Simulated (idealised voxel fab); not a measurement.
process module | voxel transistor to metal
cross-section cut | 285 nm wide | cells 5 nm
A cross-section is a grid of square cells, given in bands from the top down. A band is one or more rows of cells.
Each band's line starts with the height of the band's top and of its bottom, in nm. Then come its materials from left to right, each with its width in nm. One material with "throughout" fills the band from edge to edge. "air" is empty space.
Height 0 is the level under which the wafer as received is all one material. The lowest band goes on downwards, as in "0 down".
A width such as "30 to 40" changes by the same amount from each row of cells to the next, from the band's top row to its bottom row.
"no change" after a step means that no cell of the cross-section changed.
closed voids: empty space of 8 cells or more with no open way to the top, each as width x height at its distance from the left edge, in nm
after a step's settings: what the simulator itself notes on the step
overlay nm, on a step with a mask: how far to the right of its planned place the mask lay; to the left if negative
plan
1 op RECEIVE | material Si
2 op CONFORMAL_DEP | material SiO2 | thk nm 5
3 op CONFORMAL_DEP | material SiN | thk nm 10
4 op PATTERN | tone cover | mask id ACTIVE | material resist | width nm 105 | pitch nm 135 | thk nm 20 | overlay nm 0
5 op DIRECTIONAL_ETCH | etch materials SiN | depth nm 10
6 op DIRECTIONAL_ETCH | etch materials SiO2 | depth nm 5
7 op DIRECTIONAL_ETCH | etch materials Si | depth nm 35
8 op STRIP | etch materials resist
9 op OXIDIZE | depth nm 5
10 op FILL_DEP | material SiO2 | thk nm 10
11 op CMP | height nm 15
12 op SELECTIVE_ETCH | etch materials SiO2 | depth nm 10
13 op STRIP | etch materials SiN
14 op SELECTIVE_ETCH | etch materials SiO2 | depth nm 5
15 op OXIDIZE | depth nm 5
16 op DIRECTIONAL_DEP | material polySi | thk nm 25
17 op DIRECTIONAL_DEP | material SiCN | thk nm 15
18 op MASKED_ETCH | tone cover | mask id GATE | width nm 25 | pitch nm 135 | etch materials SiCN | depth nm 25 | overlay nm 0
19 op MASKED_ETCH | tone cover | mask id GATE | width nm 25 | pitch nm 135 | etch materials polySi | depth nm 35 | overlay nm 0
20 op CONFORMAL_DEP | material SiN | thk nm 5
21 op DIRECTIONAL_ETCH | etch materials SiN | depth nm 5
22 op DIRECTIONAL_ETCH | etch materials SiO2 | depth nm 5
23 op DIRECTIONAL_ETCH | etch materials Si | depth nm 10
24 op EPI | material nSi | thk nm 10
25 op FILL_DEP | material SiO2 | thk nm 5
26 op CMP | height nm 40
27 op DIRECTIONAL_DEP | material SiO2 | thk nm 15
28 op PATTERN | tone open | mask id CONTACT | material resist | width nm 15 | thk nm 20 | overlay nm 0
29 op DIRECTIONAL_ETCH | etch materials SiO2 | depth nm 60
30 op STRIP | etch materials resist
31 op CONFORMAL_DEP | material TiN | thk nm 5
32 op FILL_DEP | material W | thk nm 5
33 op CMP | height nm 55
34 op CONFORMAL_DEP | material SiCN | thk nm 5
35 op DIRECTIONAL_DEP | material lowk | thk nm 25
36 op PATTERN | tone open | mask id METAL_1 | material resist | width nm 15 | thk nm 15 | overlay nm 0
37 op DIRECTIONAL_ETCH | etch materials lowk | depth nm 25
38 op DIRECTIONAL_ETCH | etch materials SiCN | depth nm 5
39 op STRIP | etch materials resist
40 op CONFORMAL_DEP | material TiN | thk nm 5
41 op FILL_DEP | material Ru | thk nm 10
42 op CMP | height nm 85
43 op CONFORMAL_DEP | material SiCN | thk nm 5
as received, after step 1
  0 down: Si throughout
  closed voids: none
first wafer at the end, as planned
  90 to 85: SiCN throughout
  85 to 60: lowk 25 | TiN 5 | Ru 5 | TiN 5 | lowk 65 | TiN 5 | Ru 5 | TiN 5 | lowk 40 | TiN 5 | Ru 5 | TiN 5 | lowk 65 | TiN 5 | Ru 5 | TiN 5 | lowk 30
  60 to 55: SiCN 25 | TiN 15 | SiCN 65 | TiN 15 | SiCN 40 | TiN 15 | SiCN 65 | TiN 15 | SiCN 30
  55 to 40: SiO2 25 | TiN 5 | W 5 | TiN 5 | SiO2 65 | TiN 5 | W 5 | TiN 5 | SiO2 40 | TiN 5 | W 5 | TiN 5 | SiO2 65 | TiN 5 | W 5 | TiN 5 | SiO2 30
  40 to 25: SiO2 25 | TiN 5 | W 5 | TiN 5 | SiO2 15 | SiN 5 | SiCN 25 | SiN 5 | SiO2 15 | TiN 5 | W 5 | TiN 5 | SiO2 40 | TiN 5 | W 5 | TiN 5 | SiO2 15 | SiN 5 | SiCN 25 | SiN 5 | SiO2 15 | TiN 5 | W 5 | TiN 5 | SiO2 30
  25 to 5: SiO2 25 | TiN 5 | W 5 | TiN 5 | SiO2 15 | SiN 5 | polySi 25 | SiN 5 | SiO2 15 | TiN 5 | W 5 | TiN 5 | SiO2 40 | TiN 5 | W 5 | TiN 5 | SiO2 15 | SiN 5 | polySi 25 | SiN 5 | SiO2 15 | TiN 5 | W 5 | TiN 5 | SiO2 30
  5 to 0: SiO2 25 | TiN 5 | W 5 | TiN 5 | SiO2 5 | nSi 10 | SiN 5 | polySi 25 | SiN 5 | nSi 10 | SiO2 5 | TiN 5 | W 5 | TiN 5 | SiO2 40 | TiN 5 | W 5 | TiN 5 | SiO2 5 | nSi 10 | SiN 5 | polySi 25 | SiN 5 | nSi 10 | SiO2 5 | TiN 5 | W 5 | TiN 5 | SiO2 30
  0 to -5: SiO2 25 | TiN 15 | SiO2 5 | nSi 10 | SiO2 35 | nSi 10 | SiO2 5 | TiN 15 | SiO2 40 | TiN 15 | SiO2 5 | nSi 10 | SiO2 35 | nSi 10 | SiO2 5 | TiN 15 | SiO2 30
  -5 to -15: SiO2 25 | nSi 30 | Si 35 | nSi 30 | SiO2 40 | nSi 30 | Si 35 | nSi 30 | SiO2 30
  -15 to -40: SiO2 25 | Si 95 | SiO2 40 | Si 95 | SiO2 30
  -40 down: Si throughout
  closed voids: none
second wafer at the end: like start, like plan, one mistake
  90 to 85: SiCN throughout
  85 to 60: lowk 25 | TiN 5 | Ru 5 | TiN 5 | lowk 65 | TiN 5 | Ru 5 | TiN 5 | lowk 40 | TiN 5 | Ru 5 | TiN 5 | lowk 65 | TiN 5 | Ru 5 | TiN 5 | lowk 30
  60 to 55: SiCN 25 | TiN 15 | SiCN 65 | TiN 15 | SiCN 40 | TiN 15 | SiCN 65 | TiN 15 | SiCN 30
  55 to 45: SiO2 25 | TiN 5 | W 5 | TiN 5 | SiO2 65 | TiN 5 | W 5 | TiN 5 | SiO2 40 | TiN 5 | W 5 | TiN 5 | SiO2 65 | TiN 5 | W 5 | TiN 5 | SiO2 30
  45 to 40: SiO2 25 | TiN 15 | SiO2 65 | TiN 15 | SiO2 40 | TiN 15 | SiO2 65 | TiN 15 | SiO2 30
  40 to 25: SiN throughout
  25 to 0: polySi throughout
  0 to -5: SiO2 throughout
  -5 to -40: SiO2 25 | Si 95 | SiO2 40 | Si 95 | SiO2 30
  -40 down: Si throughout
  closed voids: none
what went wrong: step 17 ran as: op DIRECTIONAL_DEP | material SiN | thk nm 15
at the end the second wafer has, in cells: 48 more of Si | 30 fewer of SiCN | 139 more of SiN | 220 fewer of SiO2 | 72 fewer of TiN | 36 fewer of W | 64 fewer of nSi | 235 more of polySi
